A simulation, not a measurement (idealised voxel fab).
Process module, titled voxel ribs on slabs
For reference, the cross-section in this document is cut, with width 270 nm and square cells of 5 nm.
Cross-section spec: square-cell grid; bands listed top down; each band is one or more rows.
For a band, the entry starts with two heights in nm, that of the top and then that of the bottom, and carries on with the band's materials in order from left to right, each alongside its width in nm; the word "everywhere" beside a single material means it fills the band edge to edge, and "blank" means empty space.
Below 0: as-received wafer, all one material; heights counted from there. Lowest band: no bottom, goes on down, written "0 down".
Top row gets the first number, bottom row gets the second, and each row in between changes by the same step: that is how a band width like "30..40" works.
"nothing was modified" after a step means that no cell of the cross-section changed.
"Closed-off voids" specifies each empty space that is not open to the top and that occupies no fewer than 8 cells, using the form width x height at distance, the distance measured from the left edge and all three quantities in nm.
Anything after a step's settings on that line? It's the simulator's own note about the step.
Each step line may optionally specify "overlay nm", which for a step with a mask gives the rightward distance between the mask's planned place and where it lay, a negative value indicating the leftward direction.

[plan]
1. op RECEIVE | material Si
2. op DIRECTIONAL_DEP | material SiO2 | thk nm 30
3. op DIRECTIONAL_DEP | material SiN | thk nm 20
4. op MASKED_ETCH | tone cover | mask id RIB | width nm 20 | etch materials SiN | depth nm 15 | overlay nm 0
5. op MASKED_ETCH | tone cover | mask id SLAB | width nm 50 | etch materials SiN | depth nm 5 | overlay nm 0
6. op FILL_DEP | material SiO2 | thk nm 20
7. op CMP | height nm 65
8. op DIRECTIONAL_DEP | material TiN | thk nm 5
9. op DIRECTIONAL_DEP | material aC | thk nm 15
10. op PATTERN | tone cover | mask id HEATER | material resist | width nm 30 | thk nm 35 | overlay nm 0
11. op DIRECTIONAL_ETCH | etch materials aC | depth nm 15
12. op STRIP | etch materials resist
13. op DIRECTIONAL_ETCH | etch materials TiN | depth nm 5
14. op STRIP | etch materials aC
15. op CONFORMAL_DEP | material SiO2 | thk nm 5

[First out of two wafers; run went to plan]

[Incoming wafer in cross-section (state: after step 1)]
> 0 down = Si everywhere
> Closed-off voids: none

[Cross-section of the wafer after step 2]
> 30 to 0 = SiO2 everywhere
> All layers under 0 are left as they were.

[Cross-section of the wafer after step 3]
> 50 to 30 = SiN everywhere
> All layers under 30 are left as they were.

[Cross-section of the wafer after step 4]
> 50 to 35 = blank (125), SiN (20), blank (125)
> All layers under 35 are left as they were.

[Cross-section of the wafer after step 5]
> 50 to 35 = blank (125), SiN (20), blank (125)
> 35 to 30 = blank (110), SiN (50), blank (110)
> All layers under 30 are left as they were.

[Cross-section of the wafer after step 6]
> 70 to 50 = SiO2 everywhere
> 50 to 35 = SiO2 (125), SiN (20), SiO2 (125)
> 35 to 30 = SiO2 (110), SiN (50), SiO2 (110)
> All layers under 30 are left as they were.

[Cross-section of the wafer after step 7]
> 65 to 50 = SiO2 everywhere
> All layers under 50 are left as they were.

[Cross-section of the wafer after step 8]
> 70 to 65 = TiN everywhere
> All layers under 65 are left as they were.

[Cross-section of the wafer after step 9]
> 85 to 70 = aC everywhere
> All layers under 70 are left as they were.

[Cross-section of the wafer after step 10]
> 120 to 85 = blank (120), resist (30), blank (120)
> All layers under 85 are left as they were.

[Cross-section of the wafer after step 11]
> 105 to 85 = blank (120), resist (30), blank (120)
> 85 to 70 = blank (120), aC (30), blank (120)
> All layers under 70 are left as they were.

[Cross-section of the wafer after step 12]
> 85 to 70 = blank (120), aC (30), blank (120)
> All layers under 70 are left as they were.

[Cross-section of the wafer after step 13]
> 85 to 70 = blank (120), aC (30), blank (120)
> 70 to 65 = blank (120), TiN (30), blank (120)
> All layers under 65 are left as they were.

[Cross-section of the wafer after step 14]
> 70 to 65 = blank (120), TiN (30), blank (120)
> All layers under 65 are left as they were.

[Cross-section of the wafer after step 15]
> 75 to 70 = blank (115), SiO2 (40), blank (115)
> 70 to 65 = SiO2 (120), TiN (30), SiO2 (120)
> All layers under 65 are left as they were.

[Companion wafer, the second of two: same beginning, same intended sequence, one mistake in carrying it out; through step 6 inclusive it tracks the first exactly]

[Second wafer, sectioned view, at step 7's planned end time]
> 55 to 50 = SiO2 everywhere
> All layers under 50 are left as they were.

[Second wafer, sectioned view, at step 8's planned end time]
> 60 to 55 = TiN everywhere
> All layers under 55 are left as they were.

[Second wafer, sectioned view, at step 9's planned end time]
> 75 to 60 = aC everywhere
> All layers under 60 are left as they were.

[Second wafer, sectioned view, at step 10's planned end time]
> 110 to 75 = blank (120), resist (30), blank (120)
> All layers under 75 are left as they were.

[Second wafer, sectioned view, at step 11's planned end time]
> 95 to 75 = blank (120), resist (30), blank (120)
> 75 to 60 = blank (120), aC (30), blank (120)
> All layers under 60 are left as they were.

[Second wafer, sectioned view, at step 12's planned end time]
> 75 to 60 = blank (120), aC (30), blank (120)
> All layers under 60 are left as they were.

[Second wafer, sectioned view, at step 13's planned end time]
> 75 to 60 = blank (120), aC (30), blank (120)
> 60 to 55 = blank (120), TiN (30), blank (120)
> All layers under 55 are left as they were.

[Second wafer, sectioned view, at step 14's planned end time]
> 60 to 55 = blank (120), TiN (30), blank (120)
> All layers under 55 are left as they were.

[Second wafer, sectioned view, at step 15's planned end time]
> 65 to 60 = blank (115), SiO2 (40), blank (115)
> 60 to 55 = SiO2 (120), TiN (30), SiO2 (120)
> All layers under 55 are left as they were.
Deviation noted in wafer processing: so step 7 ended up running with a different setting than we planned, it ran as op CMP | height nm 55
Counted in cells at the end, the second wafer holds more or fewer of these materials than the first: SiO2: 108 fewer
